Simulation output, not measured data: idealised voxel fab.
Process module under the name voxel double patterning
180 nm wide, 5 nm square cells: that's cross-section cut.
How to read a cross-section here: the picture is a grid of square cells, written as bands going from the top down, and any band can span one or more rows of cells.
Basically the band line says how high the top is and how high the bottom is, in nm, and then what's in it from left to right, every material with its width in nm. Empty space shows up as "blank", and if a single material carries "edge to edge" it runs the full band edge to edge.
The reference from which all heights are counted is 0, the level beneath which the as-received wafer is entirely one material; the lowest band, having no lower bound, proceeds downward and is written after the example "0 and below".
Width: "30->40" (first number = top row, second number = bottom row, same change from row to row of cells).
Given "remained the same" for a step, no cell of the cross-section differs between before and after that step.
Heads up: "Closed void entries" only lists the empty pockets with no open path to the top that are 8 cells or more, and it writes them as width x height at distance, distance from the left edge, in nm.
Post-settings text on a step line: simulator's own remark regarding the step.
On any step carrying a mask, the "overlay nm" setting, if present on the step's line, tells how far right of its planned place the mask lay; negative values point to the left.
Intended process steps
| 1 | RECEIVE: material Si |
| 2 | CONFORMAL_DEP: material SiO2, thk nm 10 |
| 3 | DIRECTIONAL_DEP: material polySi, thk nm 10 |
| 4 | DIRECTIONAL_DEP: material SiCN, thk nm 5 |
| 5 | MASKED_ETCH: tone open, mask id FIRST, width nm 15, pitch nm 50, etch materials SiCN, depth nm 5, overlay nm 0 |
| 6 | MASKED_ETCH: tone open, mask id SECOND, width nm 15, etch materials SiCN, depth nm 5, overlay nm 0 |
| 7 | DIRECTIONAL_ETCH: etch materials polySi, depth nm 10 |
| 8 | STRIP: etch materials SiCN |
Cross-section, incoming material, after step 1
> 0 and below  Si edge to edge
> Closed void entries: none
First of two wafers: cross-section at end of module, run per plan
> 20 down to 10  55 polySi; 15 blank; 10 polySi; 15 blank; 10 polySi; 15 blank; 60 polySi
> 10 down to 0  SiO2 edge to edge
> 0 and below  Si edge to edge
> Closed void entries: none
Second wafer cross-section at end of module - shared start and plan with the first, one mistake in the run
> 20 down to 10  45 polySi; 15 blank; 20 polySi; 30 blank; 70 polySi
> 10 down to 0  SiO2 edge to edge
> 0 and below  Si edge to edge
> Closed void entries: none
what went wrong: step 5 did not use the planned setting and instead ran as MASKED_ETCH: tone open, mask id FIRST, width nm 15, pitch nm 50, etch materials SiCN, depth nm 5, overlay nm -10
At the close, every material occupies the same number of cells on the second wafer as on the first, only in different positions.
